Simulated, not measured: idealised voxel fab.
The following process module bears the name voxel fin reveal.
cross-section cut | 245 nm wide | cells 5 nm
Just so we're on the same page, the cross-sections are grids of square cells, and they're listed out in bands top to bottom, each band one or more rows deep. The band entry comprises the height of the band's top followed by the height of its bottom, expressed in nm, and subsequently the band's materials from left to right, each stated together with its width in nm. Where a single material is marked with the word "all across", that material fills the band from edge to edge. The word "blank" represents empty space. The reference from which all heights are counted is 0, the level beneath which the as-received wafer is entirely one material; the lowest band, having no lower bound, proceeds downward and is written after the example "0 and below". Quick explanation for "30..40": the width changes in equal steps down the rows of cells, from the first number in the band's top row to the second number in its bottom row. A step reported as "nothing altered" is a step in which no cell of the cross-section changed. You'll see "Sealed void listing" listing empty spaces that have no way open to the top, as long as they're 8 cells or more; the notation is width x height at distance, where the distance is from the left edge, and all of it is in nm. after a step's settings: what the simulator itself notes on the step. overlay nm: where the mask lay relative to plan, measured to the right, on steps with a mask; negatives go left.

### plan
1 RECEIVE [material Si]
2 CONFORMAL_DEP [material SiN] [thk nm 5]
3 DIRECTIONAL_DEP [material aC] [thk nm 10]
4 PATTERN [tone cover] [mask id FINS] [material resist] [width nm 15] [pitch nm 40] [thk nm 25] [overlay nm 0]
5 DIRECTIONAL_ETCH [etch materials aC] [depth nm 10]
6 STRIP [etch materials resist]
7 DIRECTIONAL_ETCH [etch materials SiN] [depth nm 5]
8 DIRECTIONAL_ETCH [etch materials Si] [depth nm 35]
9 STRIP [etch materials aC]
10 OXIDIZE [depth nm 5]
11 FILL_DEP [material SiO2] [thk nm 5]
12 CMP [height nm 5]
13 SELECTIVE_ETCH [etch materials SiO2] [depth nm 30]
14 STRIP [etch materials SiN]

### As received (post step 1): cross-section
> 0 and below = Si all across
> Sealed void listing: none

### End-of-module XS, first of two wafers, run as planned
> 0 down to -25 = blank (80) | Si (5) | blank (35) | Si (5) | blank (35) | Si (5) | blank (80)
> -25 down to -40 = SiO2 (80) | Si (5) | SiO2 (35) | Si (5) | SiO2 (35) | Si (5) | SiO2 (80)
> -40 and below = Si all across
> Sealed void listing: none

### Second wafer cross-section at end of module - shared start and plan with the first, one mistake in the run
> 0 down to -25 = blank (80) | Si (5) | blank (35) | Si (5) | blank (35) | Si (5) | blank (80)
> -25 down to -30 = SiO2 (45) | blank (35) | Si (5) | blank (35) | Si (5) | blank (35) | Si (5) | blank (35) | SiO2 (45)
> -30 down to -40 = SiO2 (80) | Si (5) | SiO2 (35) | Si (5) | SiO2 (35) | Si (5) | SiO2 (80)
> -40 and below = Si all across
> Sealed void listing: none
Short version of what went wrong: steps 13 and 14 of the plan were each performed in the slot designated for the other
Cell-count delta at end, second wafer over first, by material: SiO2: 28 fewer
